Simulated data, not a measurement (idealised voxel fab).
process module | voxel gate over fins
cross-section cut | 295 nm wide | cells 5 nm
A cross-section is a grid of square cells, given in bands from the top down. A band is one or more rows of cells.
Each band's line starts with the height of the band's top and of its bottom, in nm. Then come its materials from left to right, each with its width in nm. One material with "throughout" fills the band from edge to edge. "air" is empty space.
Height 0 is the level under which the wafer as received is all one material. The lowest band goes on downwards, as in "0 down".
A width such as "30 to 40" changes by the same amount from each row of cells to the next, from the band's top row to its bottom row.
"no change" after a step means that no cell of the cross-section changed.
closed voids: empty space of 8 cells or more with no open way to the top, each as width x height at its distance from the left edge, in nm
after a step's settings: what the simulator itself notes on the step
overlay nm, on a step with a mask: how far to the right of its planned place the mask lay; to the left if negative
plan
1 op RECEIVE | material Si
2 op CONFORMAL_DEP | material SiN | thk nm 10
3 op MASKED_ETCH | tone cover | mask id FINS | width nm 15 | pitch nm 40 | etch materials SiN | depth nm 10 | overlay nm 0
4 op MASKED_ETCH | tone cover | mask id FINS | width nm 15 | pitch nm 40 | etch materials Si | depth nm 35 | overlay nm 0
5 op FILL_DEP | material SiO2 | thk nm 15
6 op CMP | height nm 10
7 op SELECTIVE_ETCH | etch materials SiO2 | depth nm 25
8 op STRIP | etch materials SiN
9 op CONFORMAL_DEP | material HfO2 | thk nm 5
10 op CONFORMAL_DEP | material TiN | thk nm 5
11 op CONFORMAL_DEP | material TiAl | thk nm 5
12 op CONFORMAL_DEP | material TiN | thk nm 5
13 op FILL_DEP | material W | thk nm 10
14 op CMP | height nm 25
15 op CONFORMAL_DEP | material SiCN | thk nm 5
varied across the wafers: width nm of step 3. The plan shows the first wafer's value. All wafers start alike
first wafer as received, after step 1
  0 down: Si throughout
  closed voids: none
each wafer at the end: cells of each material gained (+) or lost (-) since it was received, then its closed voids
width nm 15 | +77 HfO2 | -350 Si | +59 SiCN | +200 SiO2 | +71 TiAl | +142 TiN | +155 W | closed voids: none
width nm 20 | +77 HfO2 | -329 Si | +59 SiCN | +188 SiO2 | +65 TiAl | +142 TiN | +152 W | closed voids: none
width nm 25 | +77 HfO2 | -308 Si | +59 SiCN | +176 SiO2 | +65 TiAl | +136 TiN | +149 W | closed voids: none
